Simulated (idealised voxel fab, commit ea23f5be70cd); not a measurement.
process module | voxel transistor to metal
cross-section cut | 155 nm wide | cells 5 nm
A cross-section is a grid of square cells, given in bands from the top down. A band is one or more rows of cells.
Each band's line starts with the height of the band's top and of its bottom, in nm. Then come its materials from left to right, each with its width in nm. One material with "throughout" fills the band from edge to edge. "air" is empty space.
Height 0 is the level under which the wafer as received is all one material. The lowest band goes on downwards, as in "0 down".
A width such as "30 to 40" changes by the same amount from each row of cells to the next, from the band's top row to its bottom row.
"no change" after a step means that no cell of the cross-section changed.
closed voids: empty space of 8 cells or more with no open way to the top, each as width x height at its distance from the left edge, in nm
after a step's settings: what the simulator itself notes on the step
overlay nm, on a step with a mask: how far to the right of its planned place the mask lay; to the left if negative
plan
1 op RECEIVE | material Si
2 op OXIDIZE | depth nm 5
3 op CONFORMAL_DEP | material SiN | thk nm 15
4 op MASKED_ETCH | tone cover | mask id ACTIVE | width nm 95 | etch materials SiN | depth nm 15 | overlay nm 0
5 op MASKED_ETCH | tone cover | mask id ACTIVE | width nm 95 | etch materials SiO2 | depth nm 5 | overlay nm 0
6 op MASKED_ETCH | tone cover | mask id ACTIVE | width nm 95 | etch materials Si | depth nm 25 | overlay nm 0
7 op OXIDIZE | depth nm 5
8 op FILL_DEP | material SiO2 | thk nm 5
9 op CMP | height nm 15
10 op SELECTIVE_ETCH | etch materials SiO2 | depth nm 10
11 op STRIP | etch materials SiN
12 op SELECTIVE_ETCH | etch materials SiO2 | depth nm 5
13 op OXIDIZE | depth nm 5
14 op DIRECTIONAL_DEP | material polySi | thk nm 20
15 op DIRECTIONAL_DEP | material SiCN | thk nm 10
16 op MASKED_ETCH | tone cover | mask id GATE | width nm 15 | etch materials SiCN | depth nm 20 | overlay nm 0
17 op MASKED_ETCH | tone cover | mask id GATE | width nm 15 | etch materials polySi | depth nm 30 | overlay nm 0
18 op CONFORMAL_DEP | material SiO2 | thk nm 5
19 op DIRECTIONAL_ETCH | etch materials SiO2 | depth nm 5
20 op CONFORMAL_DEP | material SiN | thk nm 10
21 op DIRECTIONAL_ETCH | etch materials SiN | depth nm 10
22 op DIRECTIONAL_ETCH | etch materials SiO2 | depth nm 5
23 op DIRECTIONAL_ETCH | etch materials Si | depth nm 15
24 op EPI | material pSi | thk nm 20
25 op FILL_DEP | material SiO2 | thk nm 10
26 op CMP | height nm 25
27 op DIRECTIONAL_DEP | material SiO2 | thk nm 15
28 op PATTERN | tone open | mask id CONTACT | material resist | width nm 20 | pitch nm 65 | thk nm 15 | overlay nm 0
29 op DIRECTIONAL_ETCH | etch materials SiO2 | depth nm 30
30 op STRIP | etch materials resist
31 op CONFORMAL_DEP | material TiN | thk nm 5
32 op FILL_DEP | material W | thk nm 5
33 op CMP | height nm 40
34 op DIRECTIONAL_DEP | material TiN | thk nm 5
35 op DIRECTIONAL_DEP | material Ru | thk nm 25
36 op PATTERN | tone cover | mask id METAL_1 | material resist | width nm 20 | pitch nm 65 | thk nm 15 | overlay nm 0
37 op DIRECTIONAL_ETCH | etch materials Ru | depth nm 25
38 op DIRECTIONAL_ETCH | etch materials TiN | depth nm 5
39 op STRIP | etch materials resist
40 op FILL_DEP | material lowk | thk nm 10
41 op CMP | height nm 70
42 op CONFORMAL_DEP | material SiCN | thk nm 5
43 op DIRECTIONAL_DEP | material SiO2 | thk nm 35
44 op MASKED_ETCH | tone open | mask id METAL_2_HOLES | width nm 15 | pitch nm 65 | etch materials SiO2 | depth nm 35 | overlay nm 0
45 op PATTERN | tone open | mask id METAL_2 | material resist | width nm 20 | pitch nm 65 | thk nm 20 | overlay nm 0
46 op DIRECTIONAL_ETCH | etch materials SiO2 | depth nm 20
47 op DIRECTIONAL_ETCH | etch materials SiCN | depth nm 5
48 op STRIP | etch materials resist
49 op CONFORMAL_DEP | material TiN | thk nm 5
50 op FILL_DEP | material Ru | thk nm 5
51 op CMP | height nm 110
52 op CONFORMAL_DEP | material SiCN | thk nm 5
as received, after step 1
  0 down: Si throughout
  closed voids: none
a wafer at the end: this start, this plan, one mistake
  115 to 110: SiCN throughout
  110 to 95: SiO2 35 | TiN 5 | Ru 10 | TiN 5 | SiO2 45 | TiN 5 | Ru 10 | TiN 5 | SiO2 35
  95 to 90: SiO2 35 | TiN 5 | Ru 5 | TiN 10 | SiO2 45 | TiN 5 | Ru 5 | TiN 10 | SiO2 35
  90 to 75: SiO2 35 | TiN 5 | Ru 5 | TiN 5 | SiO2 50 | TiN 5 | Ru 5 | TiN 5 | SiO2 40
  75 to 70: SiCN 35 | TiN 15 | SiCN 50 | TiN 15 | SiCN 40
  70 to 45: lowk 35 | Ru 20 | lowk 45 | Ru 20 | lowk 35
  45 to 40: lowk 35 | TiN 20 | lowk 45 | TiN 20 | lowk 35
  40 to 25: SiO2 35 | TiN 5 | W 10 | TiN 5 | SiO2 45 | TiN 5 | W 10 | TiN 5 | SiO2 35
  25 to 15: SiO2 35 | TiN 5 | W 10 | TiN 5 | SiN 10 | SiO2 5 | SiCN 15 | SiO2 5 | SiN 10 | TiN 5 | W 10 | TiN 5 | SiO2 35
  15 to 10: SiO2 35 | TiN 20 | SiN 10 | SiO2 5 | polySi 15 | SiO2 5 | SiN 10 | TiN 20 | SiO2 35
  10 to 0: SiO2 35 | pSi 20 | SiN 10 | SiO2 5 | polySi 15 | SiO2 5 | SiN 10 | pSi 20 | SiO2 35
  0 to -5: SiO2 20 | SiN 10 | pSi 25 | SiN 10 | SiO2 5 | polySi 15 | SiO2 5 | SiN 10 | pSi 25 | SiN 10 | SiO2 20
  -5 to -10: SiO2 20 | SiN 10 | pSi 25 | SiO2 45 | pSi 25 | SiN 10 | SiO2 20
  -10 to -15: SiO2 20 | SiN 10 | SiO2 10 | pSi 15 | Si 45 | pSi 15 | SiO2 10 | SiN 10 | SiO2 20
  -15 to -20: SiO2 40 | pSi 15 | Si 45 | pSi 15 | SiO2 40
  -20 to -25: SiO2 35 | Si 5 | pSi 15 | Si 45 | pSi 15 | Si 5 | SiO2 35
  -25 to -35: SiO2 35 | Si 85 | SiO2 35
  -35 down: Si throughout
  closed voids: none
what went wrong: steps 10 and 11 were swapped
